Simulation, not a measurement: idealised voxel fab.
You're looking at the process module voxel capacitor over wiring.
Cross-sectional view cut (width: 265 nm; square cell size: 5 nm).
A cross-section is a grid of square cells, given in bands from the top down. A band is one or more rows of cells.
Heights first: top, then bottom, in nm. Then materials, left to right, each with a width in nm. "throughout" on a single material: fills the band edge to edge. "air": empty space.
For the purposes of this specification, 0 denotes the height below which the wafer in its as-received condition is composed wholly of one material, and the lowermost band, lacking a lower limit, extends downward without end, as expressed in "top 0, no bottom".
Per-row width for "30->40": begins at first number (top row of band), ends at second number (bottom row), increment between rows held constant.
A step reported as "nothing different" is a step in which no cell of the cross-section changed.
This entry, "Closed void catalog", enumerates those empty regions of no fewer than 8 cells that possess no open connection to the top. Each region is reported in the form width x height at distance, the distance being taken from the left edge, with all three quantities expressed in nm.
after a step's settings: what the simulator itself notes on the step
overlay nm: right-of-plan distance of the mask on a masked step; negative values mean left-of-plan.
So the way this works: pairs, before and after one process step. The after picture only goes down to the lowest band that actually changed, nothing below. Step and its settings are under each pair. And watch out, pairs might come from different runs of this module, same starting wafer though, so a pair only follows on from the one above if its "Pre-step profile" entry tells you so.
# Pre-step profile
> top 0, no bottom | Si throughout
> Closed void catalog: none
# after
> top 15, bottom 0 | SiO2 throughout
> At heights below 0, the structure remains unaltered.
> Closed void catalog: none
What was done to get from the before section above to the after section? CONFORMAL_DEP [material SiO2] [thk nm 15]
Pre-step profile: starting point is the after cross-section of the pair just above.
# after
> top 20, bottom 15 | SiCN throughout
> At heights below 15, the structure remains unaltered.
> Closed void catalog: none
What was done to get from the before section above to the after section? CONFORMAL_DEP [material SiCN] [thk nm 5]
Pre-step profile: starting point is the after cross-section of the pair just above.
# after
> top 40, bottom 20 | SiO2 throughout
> At heights below 20, the structure remains unaltered.
> Closed void catalog: none
What was done to get from the before section above to the after section? DIRECTIONAL_DEP [material SiO2] [thk nm 20]
Pre-step profile: starting point is the after cross-section of the pair just above.
# after
> top 40, bottom 20 | 70 nm SiO2  30 nm air  60 nm SiO2  30 nm air  75 nm SiO2
> At heights below 20, the structure remains unaltered.
> Closed void catalog: none
What was done to get from the before section above to the after section? MASKED_ETCH [tone open] [mask id METAL_1] [width nm 30] [pitch nm 90] [etch materials SiO2] [depth nm 20] [overlay nm 0]
Pre-step profile: starting point is the after cross-section of the pair just above.
# after
> top 40, bottom 20 | 70 nm SiO2  30 nm air  60 nm SiO2  30 nm air  75 nm SiO2
> top 20, bottom 15 | 70 nm SiCN  30 nm air  60 nm SiCN  30 nm air  75 nm SiCN
> At heights below 15, the structure remains unaltered.
> Closed void catalog: none
What was done to get from the before section above to the after section? MASKED_ETCH [tone open] [mask id METAL_1] [width nm 30] [pitch nm 90] [etch materials SiCN] [depth nm 5] [overlay nm 0]
Pre-step profile: starting point is the after cross-section of the pair just above.
# after
> top 45, bottom 40 | 75 nm TiN  20 nm air  70 nm TiN  20 nm air  80 nm TiN
> top 40, bottom 20 | 70 nm SiO2  5 nm TiN  20 nm air  5 nm TiN  60 nm SiO2  5 nm TiN  20 nm air  5 nm TiN  75 nm SiO2
> top 20, bottom 15 | 70 nm SiCN  30 nm TiN  60 nm SiCN  30 nm TiN  75 nm SiCN
> At heights below 15, the structure remains unaltered.
> Closed void catalog: none
What was done to get from the before section above to the after section? CONFORMAL_DEP [material TiN] [thk nm 5]
Pre-step profile: starting point is the after cross-section of the pair just above.
# after
> top 55, bottom 45 | Cu throughout
> top 45, bottom 40 | 75 nm TiN  20 nm Cu  70 nm TiN  20 nm Cu  80 nm TiN
> top 40, bottom 20 | 70 nm SiO2  5 nm TiN  20 nm Cu  5 nm TiN  60 nm SiO2  5 nm TiN  20 nm Cu  5 nm TiN  75 nm SiO2
> At heights below 20, the structure remains unaltered.
> Closed void catalog: none
What was done to get from the before section above to the after section? FILL_DEP [material Cu] [thk nm 10]
Pre-step profile: starting point is the after cross-section of the pair just above.
# after
> top 40, bottom 20 | 70 nm SiO2  5 nm TiN  20 nm Cu  5 nm TiN  60 nm SiO2  5 nm TiN  20 nm Cu  5 nm TiN  75 nm SiO2
> At heights below 20, the structure remains unaltered.
> Closed void catalog: none
What was done to get from the before section above to the after section? CMP [height nm 40]
Pre-step profile: starting point is the after cross-section of the pair just above.
# after
> top 45, bottom 40 | SiCN throughout
> At heights below 40, the structure remains unaltered.
> Closed void catalog: none
What was done to get from the before section above to the after section? CONFORMAL_DEP [material SiCN] [thk nm 5]
Pre-step profile: starting point is the after cross-section of the pair just above.
# after
> top 60, bottom 45 | lowk throughout
> At heights below 45, the structure remains unaltered.
> Closed void catalog: none
What was done to get from the before section above to the after section? DIRECTIONAL_DEP [material lowk] [thk nm 15]
Pre-step profile: starting point is the after cross-section of the pair just above.
# after
> top 80, bottom 60 | 85 nm resist  15 nm air  165 nm resist
> At heights below 60, the structure remains unaltered.
> Closed void catalog: none
What was done to get from the before section above to the after section? PATTERN [tone open] [mask id PLUG_1] [material resist] [width nm 15] [thk nm 20] [overlay nm 0]
Pre-step profile: starting point is the after cross-section of the pair just above.
# after
> top 80, bottom 60 | 85 nm resist  15 nm air  165 nm resist
> top 60, bottom 45 | 85 nm lowk  15 nm air  165 nm lowk
> At heights below 45, the structure remains unaltered.
> Closed void catalog: none
What was done to get from the before section above to the after section? DIRECTIONAL_ETCH [etch materials lowk] [depth nm 15]
Pre-step profile: starting point is the after cross-section of the pair just above.
# after
> top 80, bottom 60 | 85 nm resist  15 nm air  165 nm resist
> top 60, bottom 45 | 85 nm lowk  15 nm air  165 nm lowk
> top 45, bottom 40 | 85 nm SiCN  15 nm air  165 nm SiCN
> At heights below 40, the structure remains unaltered.
> Closed void catalog: none
What was done to get from the before section above to the after section? DIRECTIONAL_ETCH [etch materials SiCN] [depth nm 5]
Pre-step profile: starting point is the after cross-section of the pair just above.
# after
> top 60, bottom 45 | 85 nm lowk  15 nm air  165 nm lowk
> At heights below 45, the structure remains unaltered.
> Closed void catalog: none
What was done to get from the before section above to the after section? STRIP [etch materials resist]
Pre-step profile: starting point is the after cross-section of the pair just above.
# after
> top 60, bottom 50 | 85 nm lowk  15 nm air  165 nm lowk
> top 50, bottom 45 | 85 nm lowk  15 nm Ru  165 nm lowk
> top 45, bottom 40 | 85 nm SiCN  15 nm Ru  165 nm SiCN
> At heights below 40, the structure remains unaltered.
> Closed void catalog: none
What was done to get from the before section above to the after section? EPI [material Ru] [thk nm 10]
Pre-step profile: starting point is the after cross-section of the pair just above.
# after
> top 60, bottom 45 | 85 nm lowk  15 nm Ru  165 nm lowk
> At heights below 45, the structure remains unaltered.
> Closed void catalog: none
What was done to get from the before section above to the after section? EPI [material Ru] [thk nm 10]
Pre-step profile: starting point is the after cross-section of the pair just above.
# after
> top 65, bottom 60 | TiN throughout
> At heights below 60, the structure remains unaltered.
> Closed void catalog: none
What was done to get from the before section above to the after section? DIRECTIONAL_DEP [material TiN] [thk nm 5]
Pre-step profile: starting point is the after cross-section of the pair just above.
# after
> top 70, bottom 65 | HfO2 throughout
> At heights below 65, the structure remains unaltered.
> Closed void catalog: none
What was done to get from the before section above to the after section? DIRECTIONAL_DEP [material HfO2] [thk nm 5]
Pre-step profile: starting point is the after cross-section of the pair just above.
# after
> top 75, bottom 70 | TiN throughout
> At heights below 70, the structure remains unaltered.
> Closed void catalog: none
What was done to get from the before section above to the after section? DIRECTIONAL_DEP [material TiN] [thk nm 5]
Pre-step profile: starting point is the after cross-section of the pair just above.
# after
> top 90, bottom 75 | aC throughout
> At heights below 75, the structure remains unaltered.
> Closed void catalog: none
What was done to get from the before section above to the after section? DIRECTIONAL_DEP [material aC] [thk nm 15]
Pre-step profile: starting point is the after cross-section of the pair just above.
# after
> top 120, bottom 90 | 85 nm air  65 nm resist  115 nm air
> At heights below 90, the structure remains unaltered.
> Closed void catalog: none
What was done to get from the before section above to the after section? PATTERN [tone cover] [mask id UPPER_PLATE] [material resist] [width nm 65] [thk nm 30] [overlay nm 0]
Pre-step profile: starting point is the after cross-section of the pair just above.
# after
> top 105, bottom 90 | 85 nm air  65 nm resist  115 nm air
> top 90, bottom 75 | 85 nm air  65 nm aC  115 nm air
> At heights below 75, the structure remains unaltered.
> Closed void catalog: none
What was done to get from the before section above to the after section? DIRECTIONAL_ETCH [etch materials aC] [depth nm 15]
Pre-step profile: starting point is the after cross-section of the pair just above.
# after
> top 90, bottom 75 | 85 nm air  65 nm aC  115 nm air
> At heights below 75, the structure remains unaltered.
> Closed void catalog: none
What was done to get from the before section above to the after section? STRIP [etch materials resist]
Pre-step profile: starting point is the after cross-section of the pair just above.
# after
> top 90, bottom 75 | 85 nm air  65 nm aC  115 nm air
> top 75, bottom 70 | 85 nm air  65 nm TiN  115 nm air
> At heights below 70, the structure remains unaltered.
> Closed void catalog: none
What was done to get from the before section above to the after section? DIRECTIONAL_ETCH [etch materials TiN] [depth nm 5]
Pre-step profile: starting point is the after cross-section of the pair just above.
# after
> top 90, bottom 75 | 85 nm air  65 nm aC  115 nm air
> top 75, bottom 70 | 85 nm air  65 nm TiN  115 nm air
> top 70, bottom 65 | 85 nm air  65 nm HfO2  115 nm air
> At heights below 65, the structure remains unaltered.
> Closed void catalog: none
What was done to get from the before section above to the after section? DIRECTIONAL_ETCH [etch materials HfO2] [depth nm 5]
Pre-step profile: starting point is the after cross-section of the pair just above.
# after
> top 75, bottom 70 | 85 nm air  65 nm TiN  115 nm air
> At heights below 70, the structure remains unaltered.
> Closed void catalog: none
What was done to get from the before section above to the after section? STRIP [etch materials aC]
Pre-step profile: starting point is the after cross-section of the pair just above.
# after
> top 75, bottom 70 | 85 nm air  65 nm TiN  115 nm air
> top 70, bottom 65 | 85 nm air  65 nm HfO2  115 nm air
> top 65, bottom 60 | 80 nm air  75 nm TiN  110 nm air
> At heights below 60, the structure remains unaltered.
> Closed void catalog: none
What was done to get from the before section above to the after section? MASKED_ETCH [tone cover] [mask id LOWER_PLATE] [width nm 75] [etch materials TiN] [depth nm 5] [overlay nm 0]
Pre-step profile: starting point is the after cross-section of the pair just above.
# after
> top 90, bottom 75 | SiO2 throughout
> top 75, bottom 70 | 85 nm SiO2  65 nm TiN  115 nm SiO2
> top 70, bottom 65 | 85 nm SiO2  65 nm HfO2  115 nm SiO2
> top 65, bottom 60 | 80 nm SiO2  75 nm TiN  110 nm SiO2
> At heights below 60, the structure remains unaltered.
> Closed void catalog: none
What was done to get from the before section above to the after section? FILL_DEP [material SiO2] [thk nm 15]
Pre-step profile: starting point is the after cross-section of the pair just above.
# after
> top 85, bottom 75 | SiO2 throughout
> At heights below 75, the structure remains unaltered.
> Closed void catalog: none
What was done to get from the before section above to the after section? CMP [height nm 85]
Pre-step profile: starting point is the after cross-section of the pair just above.
# after
> top 100, bottom 85 | aC throughout
> At heights below 85, the structure remains unaltered.
> Closed void catalog: none
What was done to get from the before section above to the after section? DIRECTIONAL_DEP [material aC] [thk nm 15]
Pre-step profile: starting point is the after cross-section of the pair just above.
# after
> top 130, bottom 100 | 95 nm resist  15 nm air  155 nm resist
> At heights below 100, the structure remains unaltered.
> Closed void catalog: none
What was done to get from the before section above to the after section? PATTERN [tone open] [mask id PLUG_2] [material resist] [width nm 15] [thk nm 30] [overlay nm 0]
Pre-step profile: starting point is the after cross-section of the pair just above.
# after
> top 115, bottom 100 | 95 nm resist  15 nm air  155 nm resist
> top 100, bottom 85 | 95 nm aC  15 nm air  155 nm aC
> At heights below 85, the structure remains unaltered.
> Closed void catalog: none
What was done to get from the before section above to the after section? DIRECTIONAL_ETCH [etch materials aC] [depth nm 15]
Pre-step profile: starting point is the after cross-section of the pair just above.
# after
> top 100, bottom 85 | 95 nm aC  15 nm air  155 nm aC
> At heights below 85, the structure remains unaltered.
> Closed void catalog: none
What was done to get from the before section above to the after section? STRIP [etch materials resist]
Pre-step profile: starting point is the after cross-section of the pair just above.
# after
> top 100, bottom 85 | 95 nm aC  15 nm air  155 nm aC
> top 85, bottom 75 | 95 nm SiO2  15 nm air  155 nm SiO2
> At heights below 75, the structure remains unaltered.
> Closed void catalog: none
What was done to get from the before section above to the after section? DIRECTIONAL_ETCH [etch materials SiO2] [depth nm 10]
Pre-step profile: starting point is the after cross-section of the pair just above.
# after
> top 85, bottom 75 | 95 nm SiO2  15 nm air  155 nm SiO2
> At heights below 75, the structure remains unaltered.
> Closed void catalog: none
What was done to get from the before section above to the after section? STRIP [etch materials aC]
Pre-step profile: starting point is the after cross-section of the pair just above.
# after
> top 90, bottom 85 | 100 nm TiN  5 nm air  160 nm TiN
> top 85, bottom 80 | 95 nm SiO2  5 nm TiN  5 nm air  5 nm TiN  155 nm SiO2
> top 80, bottom 70 | 95->85 nm SiO2  15->65 nm TiN  155->115 nm SiO2
> At heights below 70, the structure remains unaltered.
> Closed void catalog: none
What was done to get from the before section above to the after section? CONFORMAL_DEP [material TiN] [thk nm 5]
Pre-step profile: starting point is the after cross-section of the pair just above.
# after
> top 95, bottom 90 | Cu throughout
> top 90, bottom 85 | 100 nm TiN  5 nm Cu  160 nm TiN
> top 85, bottom 80 | 95 nm SiO2  5 nm TiN  5 nm Cu  5 nm TiN  155 nm SiO2
> At heights below 80, the structure remains unaltered.
> Closed void catalog: none
What was done to get from the before section above to the after section? FILL_DEP [material Cu] [thk nm 5]
Pre-step profile: starting point is the after cross-section of the pair just above.
# after
> top 85, bottom 80 | 95 nm SiO2  5 nm TiN  5 nm Cu  5 nm TiN  155 nm SiO2
> At heights below 80, the structure remains unaltered.
> Closed void catalog: none
What was done to get from the before section above to the after section? CMP [height nm 85]
Pre-step profile: starting point is the after cross-section of the pair just above.
# after
> top 90, bottom 85 | SiCN throughout
> At heights below 85, the structure remains unaltered.
> Closed void catalog: none
What was done to get from the before section above to the after section? CONFORMAL_DEP [material SiCN] [thk nm 5]
# Pre-step profile
> top 70, bottom 65 | HfO2 throughout
> top 65, bottom 60 | TiN throughout
> top 60, bottom 45 | 85 nm lowk  15 nm Ru  165 nm lowk
> top 45, bottom 40 | 85 nm SiCN  15 nm Ru  165 nm SiCN
> top 40, bottom 20 | 70 nm SiO2  5 nm TiN  20 nm Cu  5 nm TiN  60 nm SiO2  5 nm TiN  20 nm Cu  5 nm TiN  75 nm SiO2
> top 20, bottom 15 | 70 nm SiCN  30 nm TiN  60 nm SiCN  30 nm TiN  75 nm SiCN
> top 15, bottom 0 | SiO2 throughout
> top 0, no bottom | Si throughout
> Closed void catalog: none
# after
> top 85, bottom 70 | aC throughout
> At heights below 70, the structure remains unaltered.
> Closed void catalog: none
What was done to get from the before section above to the after section? DIRECTIONAL_DEP [material aC] [thk nm 15]
Pre-step profile: starting point is the after cross-section of the pair just above.
# after
> top 115, bottom 85 | 85 nm air  65 nm resist  115 nm air
> At heights below 85, the structure remains unaltered.
> Closed void catalog: none
What was done to get from the before section above to the after section? PATTERN [tone cover] [mask id UPPER_PLATE] [material resist] [width nm 65] [thk nm 30] [overlay nm 0]
Pre-step profile: starting point is the after cross-section of the pair just above.
# after
> top 100, bottom 85 | 85 nm air  65 nm resist  115 nm air
> top 85, bottom 70 | 85 nm air  65 nm aC  115 nm air
> At heights below 70, the structure remains unaltered.
> Closed void catalog: none
What was done to get from the before section above to the after section? DIRECTIONAL_ETCH [etch materials aC] [depth nm 15]
Pre-step profile: starting point is the after cross-section of the pair just above.
# after
> top 85, bottom 70 | 85 nm air  65 nm aC  115 nm air
> At heights below 70, the structure remains unaltered.
> Closed void catalog: none
What was done to get from the before section above to the after section? STRIP [etch materials resist]
Pre-step profile: starting point is the after cross-section of the pair just above.
# after
> top 85, bottom 70 | 85 nm air  65 nm aC  115 nm air
> top 70, bottom 65 | 85 nm air  65 nm HfO2  115 nm air
> At heights below 65, the structure remains unaltered.
> Closed void catalog: none
What was done to get from the before section above to the after section? DIRECTIONAL_ETCH [etch materials HfO2] [depth nm 5]
Pre-step profile: starting point is the after cross-section of the pair just above.
# after
> top 70, bottom 65 | 85 nm air  65 nm HfO2  115 nm air
> At heights below 65, the structure remains unaltered.
> Closed void catalog: none
What was done to get from the before section above to the after section? STRIP [etch materials aC]
Pre-step profile: starting point is the after cross-section of the pair just above.
# after
> top 70, bottom 65 | 85 nm air  65 nm HfO2  115 nm air
> top 65, bottom 60 | 80 nm air  75 nm TiN  110 nm air
> At heights below 60, the structure remains unaltered.
> Closed void catalog: none
What was done to get from the before section above to the after section? MASKED_ETCH [tone cover] [mask id LOWER_PLATE] [width nm 75] [etch materials TiN] [depth nm 5] [overlay nm 0]
Pre-step profile: starting point is the after cross-section of the pair just above.
# after
> top 85, bottom 70 | SiO2 throughout
> top 70, bottom 65 | 85 nm SiO2  65 nm HfO2  115 nm SiO2
> top 65, bottom 60 | 80 nm SiO2  75 nm TiN  110 nm SiO2
> At heights below 60, the structure remains unaltered.
> Closed void catalog: none
What was done to get from the before section above to the after section? FILL_DEP [material SiO2] [thk nm 15]
Pre-step profile: starting point is the after cross-section of the pair just above.
# after
> top 100, bottom 85 | aC throughout
> At heights below 85, the structure remains unaltered.
> Closed void catalog: none
What was done to get from the before section above to the after section? DIRECTIONAL_DEP [material aC] [thk nm 15]
Pre-step profile: starting point is the after cross-section of the pair just above.
# after
> top 130, bottom 100 | 95 nm resist  15 nm air  155 nm resist
> At heights below 100, the structure remains unaltered.
> Closed void catalog: none
What was done to get from the before section above to the after section? PATTERN [tone open] [mask id PLUG_2] [material resist] [width nm 15] [thk nm 30] [overlay nm 0]
Pre-step profile: starting point is the after cross-section of the pair just above.
# after
> top 115, bottom 100 | 95 nm resist  15 nm air  155 nm resist
> top 100, bottom 85 | 95 nm aC  15 nm air  155 nm aC
> At heights below 85, the structure remains unaltered.
> Closed void catalog: none
What was done to get from the before section above to the after section? DIRECTIONAL_ETCH [etch materials aC] [depth nm 15]
Pre-step profile: starting point is the after cross-section of the pair just above.
# after
> top 100, bottom 85 | 95 nm aC  15 nm air  155 nm aC
> At heights below 85, the structure remains unaltered.
> Closed void catalog: none
What was done to get from the before section above to the after section? STRIP [etch materials resist]
Pre-step profile: starting point is the after cross-section of the pair just above.
# after
> top 100, bottom 85 | 95 nm aC  15 nm air  155 nm aC
> top 85, bottom 75 | 95 nm SiO2  15 nm air  155 nm SiO2
> At heights below 75, the structure remains unaltered.
> Closed void catalog: none
What was done to get from the before section above to the after section? DIRECTIONAL_ETCH [etch materials SiO2] [depth nm 10]
Pre-step profile: starting point is the after cross-section of the pair just above.
# after
> top 85, bottom 75 | 95 nm SiO2  15 nm air  155 nm SiO2
> At heights below 75, the structure remains unaltered.
> Closed void catalog: none
What was done to get from the before section above to the after section? STRIP [etch materials aC]
Pre-step profile: starting point is the after cross-section of the pair just above.
# after
> top 90, bottom 85 | 100 nm TiN  5 nm air  160 nm TiN
> top 85, bottom 80 | 95 nm SiO2  5 nm TiN  5 nm air  5 nm TiN  155 nm SiO2
> top 80, bottom 75 | 95 nm SiO2  15 nm TiN  155 nm SiO2
> At heights below 75, the structure remains unaltered.
> Closed void catalog: none
What was done to get from the before section above to the after section? CONFORMAL_DEP [material TiN] [thk nm 5]
Pre-step profile: starting point is the after cross-section of the pair just above.
# after
> top 95, bottom 90 | Cu throughout
> top 90, bottom 85 | 100 nm TiN  5 nm Cu  160 nm TiN
> top 85, bottom 80 | 95 nm SiO2  5 nm TiN  5 nm Cu  5 nm TiN  155 nm SiO2
> At heights below 80, the structure remains unaltered.
> Closed void catalog: none
What was done to get from the before section above to the after section? FILL_DEP [material Cu] [thk nm 5]
Pre-step profile: starting point is the after cross-section of the pair just above.
# after
> top 85, bottom 80 | 95 nm SiO2  5 nm TiN  5 nm Cu  5 nm TiN  155 nm SiO2
> At heights below 80, the structure remains unaltered.
> Closed void catalog: none
What was done to get from the before section above to the after section? CMP [height nm 85]
Pre-step profile: starting point is the after cross-section of the pair just above.
# after
> top 90, bottom 85 | SiCN throughout
> At heights below 85, the structure remains unaltered.
> Closed void catalog: none
What was done to get from the before section above to the after section? CONFORMAL_DEP [material SiCN] [thk nm 5]
# Pre-step profile
> top 15, bottom 0 | SiO2 throughout
> top 0, no bottom | Si throughout
> Closed void catalog: none
# after
> top 30, bottom 0 | SiO2 throughout
> At heights below 0, the structure remains unaltered.
> Closed void catalog: none
What was done to get from the before section above to the after section? CONFORMAL_DEP [material SiO2] [thk nm 15]
Pre-step profile: starting point is the after cross-section of the pair just above.
# after
> top 35, bottom 30 | SiCN throughout
> At heights below 30, the structure remains unaltered.
> Closed void catalog: none
What was done to get from the before section above to the after section? CONFORMAL_DEP [material SiCN] [thk nm 5]
Pre-step profile: starting point is the after cross-section of the pair just above.
# after
> top 55, bottom 35 | SiO2 throughout
> At heights below 35, the structure remains unaltered.
> Closed void catalog: none
What was done to get from the before section above to the after section? DIRECTIONAL_DEP [material SiO2] [thk nm 20]
Pre-step profile: starting point is the after cross-section of the pair just above.
# after
> top 55, bottom 35 | 70 nm SiO2  30 nm air  60 nm SiO2  30 nm air  75 nm SiO2
> At heights below 35, the structure remains unaltered.
> Closed void catalog: none
What was done to get from the before section above to the after section? MASKED_ETCH [tone open] [mask id METAL_1] [width nm 30] [pitch nm 90] [etch materials SiO2] [depth nm 20] [overlay nm 0]
Pre-step profile: starting point is the after cross-section of the pair just above.
# after
> top 55, bottom 35 | 70 nm SiO2  30 nm air  60 nm SiO2  30 nm air  75 nm SiO2
> top 35, bottom 30 | 70 nm SiCN  30 nm air  60 nm SiCN  30 nm air  75 nm SiCN
> At heights below 30, the structure remains unaltered.
> Closed void catalog: none
What was done to get from the before section above to the after section? MASKED_ETCH [tone open] [mask id METAL_1] [width nm 30] [pitch nm 90] [etch materials SiCN] [depth nm 5] [overlay nm 0]
Pre-step profile: starting point is the after cross-section of the pair just above.
# after
> top 60, bottom 55 | 75 nm TiN  20 nm air  70 nm TiN  20 nm air  80 nm TiN
> top 55, bottom 35 | 70 nm SiO2  5 nm TiN  20 nm air  5 nm TiN  60 nm SiO2  5 nm TiN  20 nm air  5 nm TiN  75 nm SiO2
> top 35, bottom 30 | 70 nm SiCN  30 nm TiN  60 nm SiCN  30 nm TiN  75 nm SiCN
> At heights below 30, the structure remains unaltered.
> Closed void catalog: none
What was done to get from the before section above to the after section? CONFORMAL_DEP [material TiN] [thk nm 5]
Pre-step profile: starting point is the after cross-section of the pair just above.
# after
> top 70, bottom 60 | Cu throughout
> top 60, bottom 55 | 75 nm TiN  20 nm Cu  70 nm TiN  20 nm Cu  80 nm TiN
> top 55, bottom 35 | 70 nm SiO2  5 nm TiN  20 nm Cu  5 nm TiN  60 nm SiO2  5 nm TiN  20 nm Cu  5 nm TiN  75 nm SiO2
> At heights below 35, the structure remains unaltered.
> Closed void catalog: none
What was done to get from the before section above to the after section? FILL_DEP [material Cu] [thk nm 10]
Pre-step profile: starting point is the after cross-section of the pair just above.
# after
> top 40, bottom 35 | 70 nm SiO2  5 nm TiN  20 nm Cu  5 nm TiN  60 nm SiO2  5 nm TiN  20 nm Cu  5 nm TiN  75 nm SiO2
> At heights below 35, the structure remains unaltered.
> Closed void catalog: none
What was done to get from the before section above to the after section? CMP [height nm 40]
Pre-step profile: starting point is the after cross-section of the pair just above.
# after
> top 45, bottom 40 | SiCN throughout
> At heights below 40, the structure remains unaltered.
> Closed void catalog: none
What was done to get from the before section above to the after section? CONFORMAL_DEP [material SiCN] [thk nm 5]
Pre-step profile: starting point is the after cross-section of the pair just above.
# after
> top 60, bottom 45 | lowk throughout
> At heights below 45, the structure remains unaltered.
> Closed void catalog: none
What was done to get from the before section above to the after section? DIRECTIONAL_DEP [material lowk] [thk nm 15]
Pre-step profile: starting point is the after cross-section of the pair just above.
# after
> top 80, bottom 60 | 85 nm resist  15 nm air  165 nm resist
> At heights below 60, the structure remains unaltered.
> Closed void catalog: none
What was done to get from the before section above to the after section? PATTERN [tone open] [mask id PLUG_1] [material resist] [width nm 15] [thk nm 20] [overlay nm 0]
Pre-step profile: starting point is the after cross-section of the pair just above.
# after
> top 80, bottom 60 | 85 nm resist  15 nm air  165 nm resist
> top 60, bottom 45 | 85 nm lowk  15 nm air  165 nm lowk
> At heights below 45, the structure remains unaltered.
> Closed void catalog: none
What was done to get from the before section above to the after section? DIRECTIONAL_ETCH [etch materials lowk] [depth nm 15]
Pre-step profile: starting point is the after cross-section of the pair just above.
# after
> top 80, bottom 60 | 85 nm resist  15 nm air  165 nm resist
> top 60, bottom 45 | 85 nm lowk  15 nm air  165 nm lowk
> top 45, bottom 40 | 85 nm SiCN  15 nm air  165 nm SiCN
> At heights below 40, the structure remains unaltered.
> Closed void catalog: none
What was done to get from the before section above to the after section? DIRECTIONAL_ETCH [etch materials SiCN] [depth nm 5]
Pre-step profile: starting point is the after cross-section of the pair just above.
# after
> top 60, bottom 45 | 85 nm lowk  15 nm air  165 nm lowk
> At heights below 45, the structure remains unaltered.
> Closed void catalog: none
What was done to get from the before section above to the after section? STRIP [etch materials resist]
Pre-step profile: starting point is the after cross-section of the pair just above.
# after
> top 60, bottom 50 | 85 nm lowk  15 nm air  165 nm lowk
> top 50, bottom 45 | 85 nm lowk  15 nm Ru  165 nm lowk
> top 45, bottom 40 | 85 nm SiCN  15 nm Ru  165 nm SiCN
> At heights below 40, the structure remains unaltered.
> Closed void catalog: none
What was done to get from the before section above to the after section? EPI [material Ru] [thk nm 10]
Pre-step profile: starting point is the after cross-section of the pair just above.
# after
> top 60, bottom 45 | 85 nm lowk  15 nm Ru  165 nm lowk
> At heights below 45, the structure remains unaltered.
> Closed void catalog: none
What was done to get from the before section above to the after section? EPI [material Ru] [thk nm 10]
Pre-step profile: starting point is the after cross-section of the pair just above.
# after
> top 65, bottom 60 | TiN throughout
> At heights below 60, the structure remains unaltered.
> Closed void catalog: none
What was done to get from the before section above to the after section? DIRECTIONAL_DEP [material TiN] [thk nm 5]
Pre-step profile: starting point is the after cross-section of the pair just above.
# after
> top 70, bottom 65 | HfO2 throughout
> At heights below 65, the structure remains unaltered.
> Closed void catalog: none
What was done to get from the before section above to the after section? DIRECTIONAL_DEP [material HfO2] [thk nm 5]
Pre-step profile: starting point is the after cross-section of the pair just above.
# after
> top 75, bottom 70 | TiN throughout
> At heights below 70, the structure remains unaltered.
> Closed void catalog: none
What was done to get from the before section above to the after section? DIRECTIONAL_DEP [material TiN] [thk nm 5]
Pre-step profile: starting point is the after cross-section of the pair just above.
# after
> top 90, bottom 75 | aC throughout
> At heights below 75, the structure remains unaltered.
> Closed void catalog: none
What was done to get from the before section above to the after section? DIRECTIONAL_DEP [material aC] [thk nm 15]
Pre-step profile: starting point is the after cross-section of the pair just above.
# after
> top 120, bottom 90 | 85 nm air  65 nm resist  115 nm air
> At heights below 90, the structure remains unaltered.
> Closed void catalog: none
What was done to get from the before section above to the after section? PATTERN [tone cover] [mask id UPPER_PLATE] [material resist] [width nm 65] [thk nm 30] [overlay nm 0]
Pre-step profile: starting point is the after cross-section of the pair just above.
# after
> top 105, bottom 90 | 85 nm air  65 nm resist  115 nm air
> top 90, bottom 75 | 85 nm air  65 nm aC  115 nm air
> At heights below 75, the structure remains unaltered.
> Closed void catalog: none
What was done to get from the before section above to the after section? DIRECTIONAL_ETCH [etch materials aC] [depth nm 15]
Pre-step profile: starting point is the after cross-section of the pair just above.
# after
> top 90, bottom 75 | 85 nm air  65 nm aC  115 nm air
> At heights below 75, the structure remains unaltered.
> Closed void catalog: none
What was done to get from the before section above to the after section? STRIP [etch materials resist]
Pre-step profile: starting point is the after cross-section of the pair just above.
# after
> top 90, bottom 75 | 85 nm air  65 nm aC  115 nm air
> top 75, bottom 70 | 85 nm air  65 nm TiN  115 nm air
> At heights below 70, the structure remains unaltered.
> Closed void catalog: none
What was done to get from the before section above to the after section? DIRECTIONAL_ETCH [etch materials TiN] [depth nm 5]
Pre-step profile: starting point is the after cross-section of the pair just above.
# after
> top 90, bottom 75 | 85 nm air  65 nm aC  115 nm air
> top 75, bottom 70 | 85 nm air  65 nm TiN  115 nm air
> top 70, bottom 65 | 85 nm air  65 nm HfO2  115 nm air
> At heights below 65, the structure remains unaltered.
> Closed void catalog: none
What was done to get from the before section above to the after section? DIRECTIONAL_ETCH [etch materials HfO2] [depth nm 5]
Pre-step profile: starting point is the after cross-section of the pair just above.
# after
> top 75, bottom 70 | 85 nm air  65 nm TiN  115 nm air
> At heights below 70, the structure remains unaltered.
> Closed void catalog: none
What was done to get from the before section above to the after section? STRIP [etch materials aC]
Pre-step profile: starting point is the after cross-section of the pair just above.
# after
> top 75, bottom 70 | 85 nm air  65 nm TiN  115 nm air
> top 70, bottom 65 | 85 nm air  65 nm HfO2  115 nm air
> top 65, bottom 60 | 80 nm air  75 nm TiN  110 nm air
> At heights below 60, the structure remains unaltered.
> Closed void catalog: none
What was done to get from the before section above to the after section? MASKED_ETCH [tone cover] [mask id LOWER_PLATE] [width nm 75] [etch materials TiN] [depth nm 5] [overlay nm 0]
Pre-step profile: starting point is the after cross-section of the pair just above.
# after
> top 90, bottom 75 | SiO2 throughout
> top 75, bottom 70 | 85 nm SiO2  65 nm TiN  115 nm SiO2
> top 70, bottom 65 | 85 nm SiO2  65 nm HfO2  115 nm SiO2
> top 65, bottom 60 | 80 nm SiO2  75 nm TiN  110 nm SiO2
> At heights below 60, the structure remains unaltered.
> Closed void catalog: none
What was done to get from the before section above to the after section? FILL_DEP [material SiO2] [thk nm 15]
Pre-step profile: starting point is the after cross-section of the pair just above.
# after
> top 85, bottom 75 | SiO2 throughout
> At heights below 75, the structure remains unaltered.
> Closed void catalog: none
What was done to get from the before section above to the after section? CMP [height nm 85]
Pre-step profile: starting point is the after cross-section of the pair just above.
# after
> top 100, bottom 85 | aC throughout
> At heights below 85, the structure remains unaltered.
> Closed void catalog: none
What was done to get from the before section above to the after section? DIRECTIONAL_DEP [material aC] [thk nm 15]
Pre-step profile: starting point is the after cross-section of the pair just above.
# after
> top 130, bottom 100 | 95 nm resist  15 nm air  155 nm resist
> At heights below 100, the structure remains unaltered.
> Closed void catalog: none
What was done to get from the before section above to the after section? PATTERN [tone open] [mask id PLUG_2] [material resist] [width nm 15] [thk nm 30] [overlay nm 0]
Pre-step profile: starting point is the after cross-section of the pair just above.
# after
> top 115, bottom 100 | 95 nm resist  15 nm air  155 nm resist
> top 100, bottom 85 | 95 nm aC  15 nm air  155 nm aC
> At heights below 85, the structure remains unaltered.
> Closed void catalog: none
What was done to get from the before section above to the after section? DIRECTIONAL_ETCH [etch materials aC] [depth nm 15]
